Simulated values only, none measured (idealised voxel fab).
Process module in this document: voxel tone inversion
Xsec cut, 205 nm wide, square cell size 5 nm.
In what follows, cross-sections appear as grids of square cells, described through bands that run from the top down, where every band is one or more rows of cells. Top height, bottom height, nm. Materials left to right, width each, nm. Single material + "full width" = fills band edge to edge. "blank" = empty. Basically, 0 is our baseline, since under it the wafer straight out of the box is all one material. The bottom band has no lower end and keeps on going down, so it looks like "0 down". When a width is written as two numbers, as in "30->40", the first number is the width in the top row of cells of the band and the second is the width in its bottom row, and the width changes by the same amount from each row to the next. Where a step carries "changes: none", the cross-section came out of it unchanged, cell for cell. Empty spaces without an open route to the top, at least 8 cells in extent, make up the entry "Enclosed void list"; each is given as width x height at distance, where the distance is measured from the left edge, and all are in nm. Read whatever lies past the settings on a step's line as the simulator's own remark about the step. The setting "overlay nm" may be written on the line of a step. When the step uses a mask, the value reports how far to the right of the planned place the mask lay, and a negative value reports that it lay to the left.
PLANNED STEP LIST FOR THE PROCESS
1 RECEIVE | material Si
2 CONFORMAL_DEP | material SiCN | thk nm 10
3 DIRECTIONAL_DEP | material aC | thk nm 15
4 PATTERN | tone cover | mask id POSTS | material resist | width nm 25 | pitch nm 45 | thk nm 20 | overlay nm 0
5 DIRECTIONAL_ETCH | etch materials aC | depth nm 15
6 STRIP | etch materials resist
7 FILL_DEP | material SiO2 | thk nm 10
8 CMP | height nm 25
9 STRIP | etch materials aC
INCOMING WAFER, CROSS-SECTIONAL VIEW, POST STEP 1
  0 down: Si full width
  Enclosed void list: none
HERE'S THE WAFER CUT IN CROSS-SECTION AFTER THE MODULE, STARTED AND PLANNED JUST LIKE ABOVE, EXCEPT ONE THING WAS DONE WRONG IN THE RUN
  25 to 15: SiCN full width
  15 to 0: aC full width
  0 down: Si full width
  Enclosed void list: none
The mistake made against the process plan was this: contrary to the plan, steps 2 and 3 were processed in exchanged order
